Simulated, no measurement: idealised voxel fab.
You're looking at the process module voxel transistor to metal.
In the cross-section labelled cut, the width is 150 nm and each square cell is 5 nm.
We lay out every cross-section as a grid of square cells and spell it out in bands from the top down, where one band means one or more rows of cells.
Look at the band entry: it leads with the top's height and the bottom's height in nm. Then it lists the materials left to right, with a width in nm for each. The word "throughout" on a single material says that material fills the band edge to edge. The word "empty" is empty space.
Height 0 is the level under which the wafer as received is all one material. The lowest band goes on downwards, as in "0 nm and below".
Think of "30..40" as a width that walks from the first number to the second as you go down the band, top row to bottom row, taking equal-sized steps from row to row.
Where a step carries "identical to before", the cross-section came out of it unchanged, cell for cell.
Closed empty spaces (no open way to the top) of 8 cells or more are what "Closed internal cavities" lists, each as width x height at distance from the left edge, nm for all three.
It should be noted that, on the line of a given step, the content following the step's settings is a remark produced by the simulator itself with respect to that step.
The optional step-line setting "overlay nm" applies to steps with a mask and quantifies how far to the right of its planned location the mask lay, a negative value indicating leftward placement.
Before/after cross-section pairs, one process step each; after shown to lowest changed band; step and settings beneath. Pairs may be from different runs of this module on the same starting wafer; a pair continues from the one above only where its "Prior state" entry says so.

Prior state:
	45 nm to 35 nm  55 empty | 40 SiN | 55 empty
	35 nm to 20 nm  55 empty | 10 SiN | 20 SiCN | 10 SiN | 55 empty
	20 nm to 5 nm  55 empty | 10 SiN | 20 polySi | 10 SiN | 55 empty
	5 nm to -5 nm  65 SiN | 20 polySi | 65 SiN
	-5 nm to -10 nm  SiO2 throughout
	-10 nm to -55 nm  30 SiO2 | 90 Si | 30 SiO2
	-55 nm and below  Si throughout
	Closed internal cavities: none

After the Step:
	35 nm to 20 nm  55 empty | 10 SiN | 20 SiCN | 10 SiN | 55 empty
	20 nm to -5 nm  55 empty | 10 SiN | 20 polySi | 10 SiN | 55 empty
	Lower than -5, everything is as it was.
	Closed internal cavities: none
Here is the step that sits between the two cross-sections above: DIRECTIONAL_ETCH: etch materials SiN, depth nm 10

Prior state: The initial state for this step is given by the after cross-section of the immediately preceding pair.

After the Step:
	35 nm to 20 nm  55 empty | 10 SiN | 20 SiCN | 10 SiN | 55 empty
	20 nm to -5 nm  55 empty | 10 SiN | 20 polySi | 10 SiN | 55 empty
	-5 nm to -10 nm  55 empty | 40 SiO2 | 55 empty
	Lower than -10, everything is as it was.
	Closed internal cavities: none
Here is the step that sits between the two cross-sections above: DIRECTIONAL_ETCH: etch materials SiO2, depth nm 5

Prior state: The initial state for this step is given by the after cross-section of the immediately preceding pair.

After the Step:
	35 nm to 20 nm  55 empty | 10 SiN | 20 SiCN | 10 SiN | 55 empty
	20 nm to -5 nm  55 empty | 10 SiN | 20 polySi | 10 SiN | 55 empty
	-5 nm to -10 nm  55 empty | 40 SiO2 | 55 empty
	-10 nm to -15 nm  30 SiO2 | 25 empty | 40 Si | 25 empty | 30 SiO2
	Lower than -15, everything is as it was.
	Closed internal cavities: none
Here is the step that sits between the two cross-sections above: DIRECTIONAL_ETCH: etch materials Si, depth nm 5

Prior state: The initial state for this step is given by the after cross-section of the immediately preceding pair.

After the Step:
	35 nm to 20 nm  55 empty | 10 SiN | 20 SiCN | 10 SiN | 55 empty
	20 nm to 0 nm  55 empty | 10 SiN | 20 polySi | 10 SiN | 55 empty
	0 nm to -5 nm  45 empty | 10 SiGe | 10 SiN | 20 polySi | 10 SiN | 10 SiGe | 45 empty
	-5 nm to -10 nm  25 empty | 30 SiGe | 40 SiO2 | 30 SiGe | 25 empty
	-10 nm to -15 nm  30 SiO2 | 25 SiGe | 40 Si | 25 SiGe | 30 SiO2
	Lower than -15, everything is as it was.
	Closed internal cavities: none
Here is the step that sits between the two cross-sections above: EPI: material SiGe, thk nm 10

Prior state: The initial state for this step is given by the after cross-section of the immediately preceding pair.

After the Step:
	40 nm to 35 nm  SiO2 throughout
	35 nm to 20 nm  55 SiO2 | 10 SiN | 20 SiCN | 10 SiN | 55 SiO2
	20 nm to 0 nm  55 SiO2 | 10 SiN | 20 polySi | 10 SiN | 55 SiO2
	0 nm to -5 nm  45 SiO2 | 10 SiGe | 10 SiN | 20 polySi | 10 SiN | 10 SiGe | 45 SiO2
	-5 nm to -10 nm  25 SiO2 | 30 SiGe | 40 SiO2 | 30 SiGe | 25 SiO2
	Lower than -10, everything is as it was.
	Closed internal cavities: none
Here is the step that sits between the two cross-sections above: FILL_DEP: material SiO2, thk nm 5

Prior state: The initial state for this step is given by the after cross-section of the immediately preceding pair.

After the Step:
	35 nm to 20 nm  55 SiO2 | 10 SiN | 20 SiCN | 10 SiN | 55 SiO2
	Lower than 20, everything is as it was.
	Closed internal cavities: none
Here is the step that sits between the two cross-sections above: CMP: height nm 35

Prior state: The initial state for this step is given by the after cross-section of the immediately preceding pair.

After the Step:
	50 nm to 35 nm  SiO2 throughout
	Lower than 35, everything is as it was.
	Closed internal cavities: none
Here is the step that sits between the two cross-sections above: DIRECTIONAL_DEP: material SiO2, thk nm 15

Prior state: The initial state for this step is given by the after cross-section of the immediately preceding pair.

After the Step:
	70 nm to 50 nm  35 resist | 15 empty | 50 resist | 15 empty | 35 resist
	Lower than 50, everything is as it was.
	Closed internal cavities: none
Here is the step that sits between the two cross-sections above: PATTERN: tone open, mask id CONTACT, material resist, width nm 15, pitch nm 65, thk nm 20, overlay nm 0

Prior state: The initial state for this step is given by the after cross-section of the immediately preceding pair.

After the Step:
	70 nm to 50 nm  35 resist | 15 empty | 50 resist | 15 empty | 35 resist
	50 nm to 35 nm  35 SiO2 | 15 empty | 50 SiO2 | 15 empty | 35 SiO2
	35 nm to 20 nm  35 SiO2 | 15 empty | 5 SiO2 | 10 SiN | 20 SiCN | 10 SiN | 5 SiO2 | 15 empty | 35 SiO2
	20 nm to 0 nm  35 SiO2 | 15 empty | 5 SiO2 | 10 SiN | 20 polySi | 10 SiN | 5 SiO2 | 15 empty | 35 SiO2
	0 nm to -5 nm  35 SiO2 | 10 empty | 10 SiGe | 10 SiN | 20 polySi | 10 SiN | 10 SiGe | 10 empty | 35 SiO2
	Lower than -5, everything is as it was.
	Closed internal cavities: none
Here is the step that sits between the two cross-sections above: DIRECTIONAL_ETCH: etch materials SiO2, depth nm 55

Prior state: The initial state for this step is given by the after cross-section of the immediately preceding pair.

After the Step:
	50 nm to 35 nm  35 SiO2 | 15 empty | 50 SiO2 | 15 empty | 35 SiO2
	Lower than 35, everything is as it was.
	Closed internal cavities: none
Here is the step that sits between the two cross-sections above: STRIP: etch materials resist

Prior state: The initial state for this step is given by the after cross-section of the immediately preceding pair.

After the Step:
	55 nm to 50 nm  40 TiN | 5 empty | 60 TiN | 5 empty | 40 TiN
	50 nm to 35 nm  35 SiO2 | 5 TiN | 5 empty | 5 TiN | 50 SiO2 | 5 TiN | 5 empty | 5 TiN | 35 SiO2
	35 nm to 20 nm  35 SiO2 | 5 TiN | 5 empty | 5 TiN | 5 SiO2 | 10 SiN | 20 SiCN | 10 SiN | 5 SiO2 | 5 TiN | 5 empty | 5 TiN | 35 SiO2
	20 nm to 5 nm  35 SiO2 | 5 TiN | 5 empty | 5 TiN | 5 SiO2 | 10 SiN | 20 polySi | 10 SiN | 5 SiO2 | 5 TiN | 5 empty | 5 TiN | 35 SiO2
	5 nm to 0 nm  35 SiO2 | 15 TiN | 5 SiO2 | 10 SiN | 20 polySi | 10 SiN | 5 SiO2 | 15 TiN | 35 SiO2
	0 nm to -5 nm  35 SiO2 | 10 TiN | 10 SiGe | 10 SiN | 20 polySi | 10 SiN | 10 SiGe | 10 TiN | 35 SiO2
	Lower than -5, everything is as it was.
	Closed internal cavities: none
Here is the step that sits between the two cross-sections above: CONFORMAL_DEP: material TiN, thk nm 5

Prior state: The initial state for this step is given by the after cross-section of the immediately preceding pair.

After the Step:
	65 nm to 55 nm  W throughout
	55 nm to 50 nm  40 TiN | 5 W | 60 TiN | 5 W | 40 TiN
	50 nm to 35 nm  35 SiO2 | 5 TiN | 5 W | 5 TiN | 50 SiO2 | 5 TiN | 5 W | 5 TiN | 35 SiO2
	35 nm to 20 nm  35 SiO2 | 5 TiN | 5 W | 5 TiN | 5 SiO2 | 10 SiN | 20 SiCN | 10 SiN | 5 SiO2 | 5 TiN | 5 W | 5 TiN | 35 SiO2
	20 nm to 5 nm  35 SiO2 | 5 TiN | 5 W | 5 TiN | 5 SiO2 | 10 SiN | 20 polySi | 10 SiN | 5 SiO2 | 5 TiN | 5 W | 5 TiN | 35 SiO2
	Lower than 5, everything is as it was.
	Closed internal cavities: none
Here is the step that sits between the two cross-sections above: FILL_DEP: material W, thk nm 10

Prior state: The initial state for this step is given by the after cross-section of the immediately preceding pair.

After the Step:
	50 nm to 35 nm  35 SiO2 | 5 TiN | 5 W | 5 TiN | 50 SiO2 | 5 TiN | 5 W | 5 TiN | 35 SiO2
	Lower than 35, everything is as it was.
	Closed internal cavities: none
Here is the step that sits between the two cross-sections above: CMP: height nm 50

Prior state: The initial state for this step is given by the after cross-section of the immediately preceding pair.

After the Step:
	55 nm to 50 nm  TiN throughout
	Lower than 50, everything is as it was.
	Closed internal cavities: none
Here is the step that sits between the two cross-sections above: DIRECTIONAL_DEP: material TiN, thk nm 5

Prior state: The initial state for this step is given by the after cross-section of the immediately preceding pair.

After the Step:
	80 nm to 55 nm  Ru throughout
	Lower than 55, everything is as it was.
	Closed internal cavities: none
Here is the step that sits between the two cross-sections above: DIRECTIONAL_DEP: material Ru, thk nm 25

Prior state: The initial state for this step is given by the after cross-section of the immediately preceding pair.

After the Step:
	90 nm to 80 nm  aC throughout
	Lower than 80, everything is as it was.
	Closed internal cavities: none
Here is the step that sits between the two cross-sections above: DIRECTIONAL_DEP: material aC, thk nm 10

Prior state: The initial state for this step is given by the after cross-section of the immediately preceding pair.

After the Step:
	115 nm to 90 nm  35 empty | 15 resist | 50 empty | 15 resist | 35 empty
	Lower than 90, everything is as it was.
	Closed internal cavities: none
Here is the step that sits between the two cross-sections above: PATTERN: tone cover, mask id METAL_1, material resist, width nm 15, pitch nm 65, thk nm 25, overlay nm 0

Prior state: The initial state for this step is given by the after cross-section of the immediately preceding pair.

After the Step:
	105 nm to 90 nm  35 empty | 15 resist | 50 empty | 15 resist | 35 empty
	90 nm to 80 nm  35 empty | 15 aC | 50 empty | 15 aC | 35 empty
	Lower than 80, everything is as it was.
	Closed internal cavities: none
Here is the step that sits between the two cross-sections above: DIRECTIONAL_ETCH: etch materials aC, depth nm 10

Prior state: The initial state for this step is given by the after cross-section of the immediately preceding pair.

After the Step:
	90 nm to 80 nm  35 empty | 15 aC | 50 empty | 15 aC | 35 empty
	Lower than 80, everything is as it was.
	Closed internal cavities: none
Here is the step that sits between the two cross-sections above: STRIP: etch materials resist

Prior state: The initial state for this step is given by the after cross-section of the immediately preceding pair.

After the Step:
	90 nm to 80 nm  35 empty | 15 aC | 50 empty | 15 aC | 35 empty
	80 nm to 55 nm  35 empty | 15 Ru | 50 empty | 15 Ru | 35 empty
	Lower than 55, everything is as it was.
	Closed internal cavities: none
Here is the step that sits between the two cross-sections above: DIRECTIONAL_ETCH: etch materials Ru, depth nm 25

Prior state: The initial state for this step is given by the after cross-section of the immediately preceding pair.

After the Step:
	90 nm to 80 nm  35 empty | 15 aC | 50 empty | 15 aC | 35 empty
	80 nm to 55 nm  35 empty | 15 Ru | 50 empty | 15 Ru | 35 empty
	55 nm to 50 nm  35 empty | 15 TiN | 50 empty | 15 TiN | 35 empty
	Lower than 50, everything is as it was.
	Closed internal cavities: none
Here is the step that sits between the two cross-sections above: DIRECTIONAL_ETCH: etch materials TiN, depth nm 5

Prior state: The initial state for this step is given by the after cross-section of the immediately preceding pair.

After the Step:
	80 nm to 55 nm  35 empty | 15 Ru | 50 empty | 15 Ru | 35 empty
	Lower than 55, everything is as it was.
	Closed internal cavities: none
Here is the step that sits between the two cross-sections above: STRIP: etch materials aC

Prior state: The initial state for this step is given by the after cross-section of the immediately preceding pair.

After the Step:
	85 nm to 80 nm  30 empty | 25 SiN | 40 empty | 25 SiN | 30 empty
	80 nm to 55 nm  30 empty | 5 SiN | 15 Ru | 5 SiN | 40 empty | 5 SiN | 15 Ru | 5 SiN | 30 empty
	55 nm to 50 nm  35 SiN | 15 TiN | 50 SiN | 15 TiN | 35 SiN
	Lower than 50, everything is as it was.
	Closed internal cavities: none
Here is the step that sits between the two cross-sections above: CONFORMAL_DEP: material SiN, thk nm 5

Prior state: The initial state for this step is given by the after cross-section of the immediately preceding pair.

After the Step:
	90 nm to 85 nm  SiO2 throughout
	85 nm to 80 nm  30 SiO2 | 25 SiN | 40 SiO2 | 25 SiN | 30 SiO2
	80 nm to 55 nm  30 SiO2 | 5 SiN | 15 Ru | 5 SiN | 40 SiO2 | 5 SiN | 15 Ru | 5 SiN | 30 SiO2
	Lower than 55, everything is as it was.
	Closed internal cavities: none
Here is the step that sits between the two cross-sections above: FILL_DEP: material SiO2, thk nm 5

Prior state: The initial state for this step is given by the after cross-section of the immediately preceding pair.

After the Step:
	80 nm to 55 nm  30 SiO2 | 5 SiN | 15 Ru | 5 SiN | 40 SiO2 | 5 SiN | 15 Ru | 5 SiN | 30 SiO2
	Lower than 55, everything is as it was.
	Closed internal cavities: none
Here is the step that sits between the two cross-sections above: CMP: height nm 80

Prior state: The initial state for this step is given by the after cross-section of the immediately preceding pair.

After the Step:
	85 nm to 80 nm  SiCN throughout
	Lower than 80, everything is as it was.
	Closed internal cavities: none
Here is the step that sits between the two cross-sections above: CONFORMAL_DEP: material SiCN, thk nm 5

Prior state: The initial state for this step is given by the after cross-section of the immediately preceding pair.

After the Step:
	120 nm to 85 nm  SiO2 throughout
	Lower than 85, everything is as it was.
	Closed internal cavities: none
Here is the step that sits between the two cross-sections above: DIRECTIONAL_DEP: material SiO2, thk nm 35

Prior state: The initial state for this step is given by the after cross-section of the immediately preceding pair.

After the Step:
	140 nm to 120 nm  35 resist | 15 empty | 50 resist | 15 empty | 35 resist
	Lower than 120, everything is as it was.
	Closed internal cavities: none
Here is the step that sits between the two cross-sections above: PATTERN: tone open, mask id METAL_2, material resist, width nm 15, pitch nm 65, thk nm 20, overlay nm 0

Prior state: The initial state for this step is given by the after cross-section of the immediately preceding pair.

After the Step:
	140 nm to 120 nm  35 resist | 15 empty | 50 resist | 15 empty | 35 resist
	120 nm to 100 nm  35 SiO2 | 15 empty | 50 SiO2 | 15 empty | 35 SiO2
	Lower than 100, everything is as it was.
	Closed internal cavities: none
Here is the step that sits between the two cross-sections above: DIRECTIONAL_ETCH: etch materials SiO2, depth nm 20

Prior state: The initial state for this step is given by the after cross-section of the immediately preceding pair.

After the Step:
	120 nm to 100 nm  35 SiO2 | 15 empty | 50 SiO2 | 15 empty | 35 SiO2
	Lower than 100, everything is as it was.
	Closed internal cavities: none
Here is the step that sits between the two cross-sections above: STRIP: etch materials resist

Prior state: The initial state for this step is given by the after cross-section of the immediately preceding pair.

After the Step:
	140 nm to 120 nm  35 resist | 15 empty | 50 resist | 15 empty | 35 resist
	Lower than 120, everything is as it was.
	Closed internal cavities: none
Here is the step that sits between the two cross-sections above: PATTERN: tone open, mask id METAL_2_HOLES, material resist, width nm 15, pitch nm 65, thk nm 20, overlay nm 0

Prior state: The initial state for this step is given by the after cross-section of the immediately preceding pair.

After the Step:
	140 nm to 120 nm  35 resist | 15 empty | 50 resist | 15 empty | 35 resist
	120 nm to 85 nm  35 SiO2 | 15 empty | 50 SiO2 | 15 empty | 35 SiO2
	Lower than 85, everything is as it was.
	Closed internal cavities: none
Here is the step that sits between the two cross-sections above: DIRECTIONAL_ETCH: etch materials SiO2, depth nm 15

Prior state: The initial state for this step is given by the after cross-section of the immediately preceding pair.

After the Step:
	140 nm to 120 nm  35 resist | 15 empty | 50 resist | 15 empty | 35 resist
	120 nm to 85 nm  35 SiO2 | 15 empty | 50 SiO2 | 15 empty | 35 SiO2
	85 nm to 80 nm  35 SiCN | 15 empty | 50 SiCN | 15 empty | 35 SiCN
	Lower than 80, everything is as it was.
	Closed internal cavities: none
Here is the step that sits between the two cross-sections above: DIRECTIONAL_ETCH: etch materials SiCN, depth nm 5

Prior state: The initial state for this step is given by the after cross-section of the immediately preceding pair.

After the Step:
	120 nm to 85 nm  35 SiO2 | 15 empty | 50 SiO2 | 15 empty | 35 SiO2
	Lower than 85, everything is as it was.
	Closed internal cavities: none
Here is the step that sits between the two cross-sections above: STRIP: etch materials resist

Prior state: The initial state for this step is given by the after cross-section of the immediately preceding pair.

After the Step:
	125 nm to 120 nm  40 TiN | 5 empty | 60 TiN | 5 empty | 40 TiN
	120 nm to 85 nm  35 SiO2 | 5 TiN | 5 empty | 5 TiN | 50 SiO2 | 5 TiN | 5 empty | 5 TiN | 35 SiO2
	85 nm to 80 nm  35 SiCN | 15 TiN | 50 SiCN | 15 TiN | 35 SiCN
	Lower than 80, everything is as it was.
	Closed internal cavities: none
Here is the step that sits between the two cross-sections above: CONFORMAL_DEP: material TiN, thk nm 5

Prior state: The initial state for this step is given by the after cross-section of the immediately preceding pair.

After the Step:
	135 nm to 125 nm  Ru throughout
	125 nm to 120 nm  40 TiN | 5 Ru | 60 TiN | 5 Ru | 40 TiN
	120 nm to 85 nm  35 SiO2 | 5 TiN | 5 Ru | 5 TiN | 50 SiO2 | 5 TiN | 5 Ru | 5 TiN | 35 SiO2
	Lower than 85, everything is as it was.
	Closed internal cavities: none
Here is the step that sits between the two cross-sections above: FILL_DEP: material Ru, thk nm 10

Prior state: The initial state for this step is given by the after cross-section of the immediately preceding pair.

After the Step:
	120 nm to 85 nm  35 SiO2 | 5 TiN | 5 Ru | 5 TiN | 50 SiO2 | 5 TiN | 5 Ru | 5 TiN | 35 SiO2
	Lower than 85, everything is as it was.
	Closed internal cavities: none
Here is the step that sits between the two cross-sections above: CMP: height nm 120

Prior state: The initial state for this step is given by the after cross-section of the immediately preceding pair.

After the Step:
	125 nm to 120 nm  SiN throughout
	Lower than 120, everything is as it was.
	Closed internal cavities: none
Here is the step that sits between the two cross-sections above: CONFORMAL_DEP: material SiN, thk nm 5

Prior state:
	15 nm to 0 nm  30 SiO2 | 90 SiN | 30 SiO2
	0 nm to -5 nm  SiO2 throughout
	-5 nm to -30 nm  30 SiO2 | 90 Si | 30 SiO2
	-30 nm and below  Si throughout
	Closed internal cavities: none

After the Step:
	15 nm to 0 nm  30 SiO2 | 90 empty | 30 SiO2
	Lower than 0, everything is as it was.
	Closed internal cavities: none
Here is the step that sits between the two cross-sections above: STRIP: etch materials SiN

Prior state: The initial state for this step is given by the after cross-section of the immediately preceding pair.

After the Step:
	0 nm to -5 nm  15 SiO2 | 120 empty | 15 SiO2
	-5 nm to -15 nm  15 SiO2 | 15 empty | 90 Si | 15 empty | 15 SiO2
	Lower than -15, everything is as it was.
	Closed internal cavities: none
Here is the step that sits between the two cross-sections above: SELECTIVE_ETCH: etch materials SiO2, depth nm 15

Prior state: The initial state for this step is given by the after cross-section of the immediately preceding pair.

After the Step:
	-5 nm to -20 nm  10 SiO2 | 20 empty | 90 Si | 20 empty | 10 SiO2
	Lower than -20, everything is as it was.
	Closed internal cavities: none
Here is the step that sits between the two cross-sections above: SELECTIVE_ETCH: etch materials SiO2, depth nm 5

Prior state: The initial state for this step is given by the after cross-section of the immediately preceding pair.

After the Step:
	-5 nm to -10 nm  10 SiO2 | 20 empty | 90 SiO2 | 20 empty | 10 SiO2
	-10 nm to -20 nm  10 SiO2 | 20 empty | 5 SiO2 | 80 Si | 5 SiO2 | 20 empty | 10 SiO2
	-20 nm to -30 nm  35..30 SiO2 | 80..90 Si | 35..30 SiO2
	Lower than -30, everything is as it was.
	Closed internal cavities: none
Here is the step that sits between the two cross-sections above: OXIDIZE: depth nm 5

Prior state: The initial state for this step is given by the after cross-section of the immediately preceding pair.

After the Step:
	20 nm to 5 nm  10 polySi | 20 empty | 90 polySi | 20 empty | 10 polySi
	5 nm to -5 nm  polySi throughout
	-5 nm to -10 nm  10 SiO2 | 20 polySi | 90 SiO2 | 20 polySi | 10 SiO2
	-10 nm to -20 nm  10 SiO2 | 20 polySi | 5 SiO2 | 80 Si | 5 SiO2 | 20 polySi | 10 SiO2
	Lower than -20, everything is as it was.
	Closed internal cavities: none
Here is the step that sits between the two cross-sections above: DIRECTIONAL_DEP: material polySi, thk nm 25

Prior state: The initial state for this step is given by the after cross-section of the immediately preceding pair.

After the Step:
	35 nm to 20 nm  10 SiCN | 20 empty | 90 SiCN | 20 empty | 10 SiCN
	20 nm to 5 nm  10 polySi | 20 SiCN | 90 polySi | 20 SiCN | 10 polySi
	Lower than 5, everything is as it was.
	Closed internal cavities: none
Here is the step that sits between the two cross-sections above: DIRECTIONAL_DEP: material SiCN, thk nm 15

Prior state: The initial state for this step is given by the after cross-section of the immediately preceding pair.

After the Step:
	35 nm to 20 nm  65 empty | 20 SiCN | 65 empty
	20 nm to 5 nm  10 polySi | 20 empty | 90 polySi | 20 empty | 10 polySi
	Lower than 5, everything is as it was.
	Closed internal cavities: none
Here is the step that sits between the two cross-sections above: MASKED_ETCH: tone cover, mask id GATE, width nm 20, etch materials SiCN, depth nm 25, overlay nm 0

Prior state: The initial state for this step is given by the after cross-section of the immediately preceding pair.

After the Step:
	35 nm to 20 nm  65 empty | 20 SiCN | 65 empty
	20 nm to -5 nm  65 empty | 20 polySi | 65 empty
	-5 nm to -10 nm  10 SiO2 | 20 empty | 90 SiO2 | 20 empty | 10 SiO2
	-10 nm to -20 nm  10 SiO2 | 20 empty | 5 SiO2 | 80 Si | 5 SiO2 | 20 empty | 10 SiO2
	Lower than -20, everything is as it was.
	Closed internal cavities: none
Here is the step that sits between the two cross-sections above: MASKED_ETCH: tone cover, mask id GATE, width nm 20, etch materials polySi, depth nm 35, overlay nm 0

Prior state: The initial state for this step is given by the after cross-section of the immediately preceding pair.

After the Step:
	45 nm to 35 nm  55 empty | 40 SiN | 55 empty
	35 nm to 20 nm  55 empty | 10 SiN | 20 SiCN | 10 SiN | 55 empty
	20 nm to 5 nm  55 empty | 10 SiN | 20 polySi | 10 SiN | 55 empty
	5 nm to -5 nm  65 SiN | 20 polySi | 65 SiN
	-5 nm to -10 nm  10 SiO2 | 20 SiN | 90 SiO2 | 20 SiN | 10 SiO2
	-10 nm to -20 nm  10 SiO2 | 20 SiN | 5 SiO2 | 80 Si | 5 SiO2 | 20 SiN | 10 SiO2
	Lower than -20, everything is as it was.
	Closed internal cavities: none
Here is the step that sits between the two cross-sections above: CONFORMAL_DEP: material SiN, thk nm 10

Prior state: The initial state for this step is given by the after cross-section of the immediately preceding pair.

After the Step:
	35 nm to 20 nm  55 empty | 10 SiN | 20 SiCN | 10 SiN | 55 empty
	20 nm to -5 nm  55 empty | 10 SiN | 20 polySi | 10 SiN | 55 empty
	Lower than -5, everything is as it was.
	Closed internal cavities: none
Here is the step that sits between the two cross-sections above: DIRECTIONAL_ETCH: etch materials SiN, depth nm 10

Prior state: The initial state for this step is given by the after cross-section of the immediately preceding pair.

After the Step:
	35 nm to 20 nm  55 empty | 10 SiN | 20 SiCN | 10 SiN | 55 empty
	20 nm to -5 nm  55 empty | 10 SiN | 20 polySi | 10 SiN | 55 empty
	-5 nm to -10 nm  10 empty | 20 SiN | 25 empty | 40 SiO2 | 25 empty | 20 SiN | 10 empty
	Lower than -10, everything is as it was.
	Closed internal cavities: none
Here is the step that sits between the two cross-sections above: DIRECTIONAL_ETCH: etch materials SiO2, depth nm 5

Prior state: The initial state for this step is given by the after cross-section of the immediately preceding pair.

After the Step:
	35 nm to 20 nm  55 empty | 10 SiN | 20 SiCN | 10 SiN | 55 empty
	20 nm to -5 nm  55 empty | 10 SiN | 20 polySi | 10 SiN | 55 empty
	-5 nm to -10 nm  10 empty | 20 SiN | 25 empty | 40 SiO2 | 25 empty | 20 SiN | 10 empty
	-10 nm to -15 nm  10 SiO2 | 20 SiN | 5 SiO2 | 20 empty | 40 Si | 20 empty | 5 SiO2 | 20 SiN | 10 SiO2
	Lower than -15, everything is as it was.
	Closed internal cavities: none
Here is the step that sits between the two cross-sections above: DIRECTIONAL_ETCH: etch materials Si, depth nm 5

Prior state: The initial state for this step is given by the after cross-section of the immediately preceding pair.

After the Step:
	35 nm to 20 nm  55 empty | 10 SiN | 20 SiCN | 10 SiN | 55 empty
	20 nm to 0 nm  55 empty | 10 SiN | 20 polySi | 10 SiN | 55 empty
	0 nm to -5 nm  45 empty | 10 SiGe | 10 SiN | 20 polySi | 10 SiN | 10 SiGe | 45 empty
	-5 nm to -10 nm  10 empty | 20 SiN | 25 SiGe | 40 SiO2 | 25 SiGe | 20 SiN | 10 empty
	-10 nm to -15 nm  10 SiO2 | 20 SiN | 5 SiO2 | 20 SiGe | 40 Si | 20 SiGe | 5 SiO2 | 20 SiN | 10 SiO2
	Lower than -15, everything is as it was.
	Closed internal cavities: none
Here is the step that sits between the two cross-sections above: EPI: material SiGe, thk nm 10

Prior state: The initial state for this step is given by the after cross-section of the immediately preceding pair.

After the Step:
	40 nm to 35 nm  SiO2 throughout
	35 nm to 20 nm  55 SiO2 | 10 SiN | 20 SiCN | 10 SiN | 55 SiO2
	20 nm to 0 nm  55 SiO2 | 10 SiN | 20 polySi | 10 SiN | 55 SiO2
	0 nm to -5 nm  45 SiO2 | 10 SiGe | 10 SiN | 20 polySi | 10 SiN | 10 SiGe | 45 SiO2
	-5 nm to -10 nm  10 SiO2 | 20 SiN | 25 SiGe | 40 SiO2 | 25 SiGe | 20 SiN | 10 SiO2
	Lower than -10, everything is as it was.
	Closed internal cavities: none
Here is the step that sits between the two cross-sections above: FILL_DEP: material SiO2, thk nm 5

Prior state: The initial state for this step is given by the after cross-section of the immediately preceding pair.

After the Step:
	35 nm to 20 nm  55 SiO2 | 10 SiN | 20 SiCN | 10 SiN | 55 SiO2
	Lower than 20, everything is as it was.
	Closed internal cavities: none
Here is the step that sits between the two cross-sections above: CMP: height nm 35

Prior state: The initial state for this step is given by the after cross-section of the immediately preceding pair.

After the Step:
	50 nm to 35 nm  SiO2 throughout
	Lower than 35, everything is as it was.
	Closed internal cavities: none
Here is the step that sits between the two cross-sections above: DIRECTIONAL_DEP: material SiO2, thk nm 15

Prior state: The initial state for this step is given by the after cross-section of the immediately preceding pair.

After the Step:
	70 nm to 50 nm  35 resist | 15 empty | 50 resist | 15 empty | 35 resist
	Lower than 50, everything is as it was.
	Closed internal cavities: none
Here is the step that sits between the two cross-sections above: PATTERN: tone open, mask id CONTACT, material resist, width nm 15, pitch nm 65, thk nm 20, overlay nm 0

Prior state: The initial state for this step is given by the after cross-section of the immediately preceding pair.

After the Step:
	70 nm to 50 nm  35 resist | 15 empty | 50 resist | 15 empty | 35 resist
	50 nm to 35 nm  35 SiO2 | 15 empty | 50 SiO2 | 15 empty | 35 SiO2
	35 nm to 20 nm  35 SiO2 | 15 empty | 5 SiO2 | 10 SiN | 20 SiCN | 10 SiN | 5 SiO2 | 15 empty | 35 SiO2
	20 nm to 0 nm  35 SiO2 | 15 empty | 5 SiO2 | 10 SiN | 20 polySi | 10 SiN | 5 SiO2 | 15 empty | 35 SiO2
	0 nm to -5 nm  35 SiO2 | 10 empty | 10 SiGe | 10 SiN | 20 polySi | 10 SiN | 10 SiGe | 10 empty | 35 SiO2
	Lower than -5, everything is as it was.
	Closed internal cavities: none
Here is the step that sits between the two cross-sections above: DIRECTIONAL_ETCH: etch materials SiO2, depth nm 55

Prior state: The initial state for this step is given by the after cross-section of the immediately preceding pair.

After the Step:
	50 nm to 35 nm  35 SiO2 | 15 empty | 50 SiO2 | 15 empty | 35 SiO2
	Lower than 35, everything is as it was.
	Closed internal cavities: none
Here is the step that sits between the two cross-sections above: STRIP: etch materials resist

Prior state: The initial state for this step is given by the after cross-section of the immediately preceding pair.

After the Step:
	55 nm to 50 nm  40 TiN | 5 empty | 60 TiN | 5 empty | 40 TiN
	50 nm to 35 nm  35 SiO2 | 5 TiN | 5 empty | 5 TiN | 50 SiO2 | 5 TiN | 5 empty | 5 TiN | 35 SiO2
	35 nm to 20 nm  35 SiO2 | 5 TiN | 5 empty | 5 TiN | 5 SiO2 | 10 SiN | 20 SiCN | 10 SiN | 5 SiO2 | 5 TiN | 5 empty | 5 TiN | 35 SiO2
	20 nm to 5 nm  35 SiO2 | 5 TiN | 5 empty | 5 TiN | 5 SiO2 | 10 SiN | 20 polySi | 10 SiN | 5 SiO2 | 5 TiN | 5 empty | 5 TiN | 35 SiO2
	5 nm to 0 nm  35 SiO2 | 15 TiN | 5 SiO2 | 10 SiN | 20 polySi | 10 SiN | 5 SiO2 | 15 TiN | 35 SiO2
	0 nm to -5 nm  35 SiO2 | 10 TiN | 10 SiGe | 10 SiN | 20 polySi | 10 SiN | 10 SiGe | 10 TiN | 35 SiO2
	Lower than -5, everything is as it was.
	Closed internal cavities: none
Here is the step that sits between the two cross-sections above: CONFORMAL_DEP: material TiN, thk nm 5

Prior state: The initial state for this step is given by the after cross-section of the immediately preceding pair.

After the Step:
	65 nm to 55 nm  W throughout
	55 nm to 50 nm  40 TiN | 5 W | 60 TiN | 5 W | 40 TiN
	50 nm to 35 nm  35 SiO2 | 5 TiN | 5 W | 5 TiN | 50 SiO2 | 5 TiN | 5 W | 5 TiN | 35 SiO2
	35 nm to 20 nm  35 SiO2 | 5 TiN | 5 W | 5 TiN | 5 SiO2 | 10 SiN | 20 SiCN | 10 SiN | 5 SiO2 | 5 TiN | 5 W | 5 TiN | 35 SiO2
	20 nm to 5 nm  35 SiO2 | 5 TiN | 5 W | 5 TiN | 5 SiO2 | 10 SiN | 20 polySi | 10 SiN | 5 SiO2 | 5 TiN | 5 W | 5 TiN | 35 SiO2
	Lower than 5, everything is as it was.
	Closed internal cavities: none
Here is the step that sits between the two cross-sections above: FILL_DEP: material W, thk nm 10

Prior state: The initial state for this step is given by the after cross-section of the immediately preceding pair.

After the Step:
	50 nm to 35 nm  35 SiO2 | 5 TiN | 5 W | 5 TiN | 50 SiO2 | 5 TiN | 5 W | 5 TiN | 35 SiO2
	Lower than 35, everything is as it was.
	Closed internal cavities: none
Here is the step that sits between the two cross-sections above: CMP: height nm 50
